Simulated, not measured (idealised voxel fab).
process module | voxel self aligned vias
cross-section cut | 270 nm wide | cells 5 nm
A cross-section is a grid of square cells, given in bands from the top down. A band is one or more rows of cells.
Each band's line starts with the height of the band's top and of its bottom, in nm. Then come its materials from left to right, each with its width in nm. One material with "throughout" fills the band from edge to edge. "air" is empty space.
Height 0 is the level under which the wafer as received is all one material. The lowest band goes on downwards, as in "0 down".
A width such as "30 to 40" changes by the same amount from each row of cells to the next, from the band's top row to its bottom row.
"no change" after a step means that no cell of the cross-section changed.
closed voids: empty space of 8 cells or more with no open way to the top, each as width x height at its distance from the left edge, in nm
after a step's settings: what the simulator itself notes on the step
overlay nm, on a step with a mask: how far to the right of its planned place the mask lay; to the left if negative
plan
1 op RECEIVE | material Si
2 op CONFORMAL_DEP | material SiO2 | thk nm 15
3 op CONFORMAL_DEP | material SiCN | thk nm 5
4 op DIRECTIONAL_DEP | material SiO2 | thk nm 30
5 op DIRECTIONAL_DEP | material aC | thk nm 10
6 op PATTERN | tone open | mask id LINES | material resist | width nm 30 | pitch nm 65 | thk nm 30 | overlay nm 0
7 op DIRECTIONAL_ETCH | etch materials aC | depth nm 10
8 op STRIP | etch materials resist
9 op DIRECTIONAL_ETCH | etch materials SiO2 | depth nm 30
10 op STRIP | etch materials aC
11 op CONFORMAL_DEP | material TiN | thk nm 5
12 op FILL_DEP | material W | thk nm 5
13 op CMP | height nm 50
14 op SELECTIVE_ETCH | etch materials W Ru TiN | depth nm 5
15 op FILL_DEP | material SiN | thk nm 5
16 op CMP | height nm 50
17 op DIRECTIONAL_DEP | material SiO2 | thk nm 15
18 op MASKED_ETCH | tone open | mask id VIAS | width nm 40 | pitch nm 65 | etch materials SiO2 | depth nm 15 | overlay nm 0
19 op MASKED_ETCH | tone open | mask id VIAS | width nm 40 | pitch nm 65 | etch materials SiN | depth nm 5 | overlay nm 0
20 op CONFORMAL_DEP | material TiN | thk nm 5
21 op FILL_DEP | material W | thk nm 5
22 op CMP | height nm 65
23 op CONFORMAL_DEP | material SiN | thk nm 5
as received, after step 1
  0 down: Si throughout
  closed voids: none
a wafer at the end: this start, this plan, one mistake
  70 to 65: SiN throughout
  65 to 55: SiO2 50 | TiN 5 | W 30 | TiN 5 | SiO2 25 | TiN 5 | W 30 | TiN 5 | SiO2 25 | TiN 5 | W 30 | TiN 5 | SiO2 50
  55 to 50: SiO2 50 | TiN 15 | W 15 | TiN 10 | SiO2 25 | TiN 15 | W 15 | TiN 10 | SiO2 25 | TiN 15 | W 15 | TiN 10 | SiO2 50
  50 to 45: SiO2 55 | SiN 5 | TiN 25 | SiO2 35 | SiN 5 | TiN 25 | SiO2 35 | SiN 5 | TiN 25 | SiO2 55
  45 to 25: SiO2 55 | TiN 5 | W 20 | TiN 5 | SiO2 35 | TiN 5 | W 20 | TiN 5 | SiO2 35 | TiN 5 | W 20 | TiN 5 | SiO2 55
  25 to 20: SiO2 55 | TiN 30 | SiO2 35 | TiN 30 | SiO2 35 | TiN 30 | SiO2 55
  20 to 15: SiCN throughout
  15 to 0: SiO2 throughout
  0 down: Si throughout
  closed voids: none
what went wrong: step 19 ran as: op MASKED_ETCH | tone open | mask id VIAS | width nm 40 | pitch nm 65 | etch materials SiN | depth nm 5 | overlay nm 10
